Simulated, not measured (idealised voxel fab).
The process module presented herein is designated voxel self aligned contacts.
The width of the displayed cross-section, cut, is 285 nm; its cells are square, with a size of 5 nm.
When this document writes out a cross-section, it uses a grid of square cells and lists it as bands, beginning at the top and moving down, with a band standing for one or more rows of cells.
Top height, bottom height, nm. Materials left to right, width each, nm. Single material + "throughout" = fills band edge to edge. "blank" = empty.
Height reference: 0 = level under which incoming wafer is all one material. Lowest band: no bottom, runs on downward, e.g. "0..down".
Width: "30..40" (first number = top row, second number = bottom row, same change from row to row of cells).
Any step labelled "no change occurred" changed none of the cells in the cross-section.
Reported under the label "Voids, enclosed" are the empty spaces having no open way to the top and comprising 8 cells or more; the notation for each is width x height at distance, in which the distance is measured from the left edge and all three values are in nm.
If you see something after the settings on a step's line, that's the simulator's own remark about that step.
overlay nm: right-of-plan distance of the mask on a masked step; negative values mean left-of-plan.

Steps planned for the process:
- 1: RECEIVE,material Si
- 2: OXIDIZE,depth nm 5
- 3: DIRECTIONAL_DEP,material polySi,thk nm 20
- 4: DIRECTIONAL_DEP,material SiN,thk nm 20
- 5: MASKED_ETCH,tone cover,mask id GATE,width nm 30,pitch nm 60,etch materials SiN,depth nm 20,overlay nm 0
- 6: MASKED_ETCH,tone cover,mask id GATE,width nm 30,pitch nm 60,etch materials polySi,depth nm 20,overlay nm 0
- 7: CONFORMAL_DEP,material SiN,thk nm 5
- 8: DIRECTIONAL_ETCH,etch materials SiN,depth nm 5
- 9: FILL_DEP,material SiO2,thk nm 15
- 10: CMP,height nm 45
- 11: MASKED_ETCH,tone open,mask id CONTACT,width nm 40,etch materials SiO2,depth nm 50,overlay nm 0
- 12: CONFORMAL_DEP,material TiN,thk nm 5
- 13: FILL_DEP,material W,thk nm 10
- 14: CMP,height nm 45
- 15: CONFORMAL_DEP,material SiN,thk nm 5

This is the cross-section of the wafer as we received it, i.e. after step 1:
* 0..down = Si throughout
* Voids, enclosed: none

First of two wafers at the end of the module, shown in cross-section; run carried out as planned:
* 50..45 = SiN throughout
* 45..40 = SiO2: 120, then TiN: 15, then W: 10, then TiN: 15, then SiO2: 125
* 40..20 = SiO2: 90, then SiN: 40, then TiN: 5, then W: 10, then TiN: 5, then SiN: 40, then SiO2: 95
* 20..0 = SiO2: 90, then SiN: 5, then polySi: 30, then SiN: 5, then TiN: 5, then W: 10, then TiN: 5, then SiN: 5, then polySi: 30, then SiN: 5, then SiO2: 95
* 0..-5 = SiO2: 130, then TiN: 20, then SiO2: 135
* -5..down = Si throughout
* Voids, enclosed: none

Second wafer through the module, sectioned at the end: same beginning and same plan as the first wafer, with one mistake in carrying it out:
* 50..45 = SiN throughout
* 45..40 = SiO2: 120, then TiN: 15, then W: 10, then TiN: 20, then SiO2: 120
* 40..20 = SiO2: 90, then SiN: 40, then TiN: 5, then W: 10, then TiN: 5, then SiN: 40, then SiO2: 95
* 20..0 = SiO2: 90, then SiN: 5, then polySi: 30, then SiN: 5, then TiN: 5, then W: 10, then TiN: 5, then SiN: 5, then polySi: 30, then SiN: 5, then SiO2: 95
* 0..-5 = SiO2: 130, then TiN: 20, then SiO2: 135
* -5..down = Si throughout
* Voids, enclosed: none
The plan and the run diverged here: step 11 was not run as planned; what actually ran was MASKED_ETCH,tone open,mask id CONTACT,width nm 45,etch materials SiO2,depth nm 50,overlay nm 0
The second wafer ends with more or fewer cells of some materials than the first, per final count: SiO2: 1 fewer, TiN: 1 more
